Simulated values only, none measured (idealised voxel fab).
process module | voxel local oxidation
cross-section cut | 220 nm wide | cells 5 nm
A cross-section is a grid of square cells, given in bands from the top down. A band is one or more rows of cells.
Each band's line starts with the height of the band's top and of its bottom, in nm. Then come its materials from left to right, each with its width in nm. One material with "throughout" fills the band from edge to edge. "air" is empty space.
Height 0 is the level under which the wafer as received is all one material. The lowest band goes on downwards, as in "0 down".
A width such as "30 to 40" changes by the same amount from each row of cells to the next, from the band's top row to its bottom row.
"no change" after a step means that no cell of the cross-section changed.
closed voids: empty space of 8 cells or more with no open way to the top, each as width x height at its distance from the left edge, in nm
after a step's settings: what the simulator itself notes on the step
overlay nm, on a step with a mask: how far to the right of its planned place the mask lay; to the left if negative
plan
1 op RECEIVE | material Si
2 op OXIDIZE | depth nm 5
3 op CONFORMAL_DEP | material SiN | thk nm 15
4 op PATTERN | tone cover | mask id ACTIVE | material resist | width nm 110 | thk nm 15 | overlay nm 0
5 op DIRECTIONAL_ETCH | etch materials SiN | depth nm 15
6 op STRIP | etch materials resist
7 op SELECTIVE_ETCH | etch materials SiO2 | depth nm 5
8 op OXIDIZE | depth nm 10
9 op STRIP | etch materials SiN
as received, after step 1
  0 down: Si throughout
  closed voids: none
first wafer at the end, as planned
  0 to -5: air 60 | SiO2 100 | air 60
  -5 to -15: SiO2 70 | Si 80 | SiO2 70
  -15 down: Si throughout
  closed voids: none
second wafer at the end: like start, like plan, one mistake
  15 to 0: air 55 | SiN 110 | air 55
  0 to -5: air 60 | SiO2 100 | air 60
  -5 to -15: SiO2 70 | Si 80 | SiO2 70
  -15 down: Si throughout
  closed voids: none
what went wrong: step 9 was left out
at the end the second wafer has, in cells: 66 more of SiN
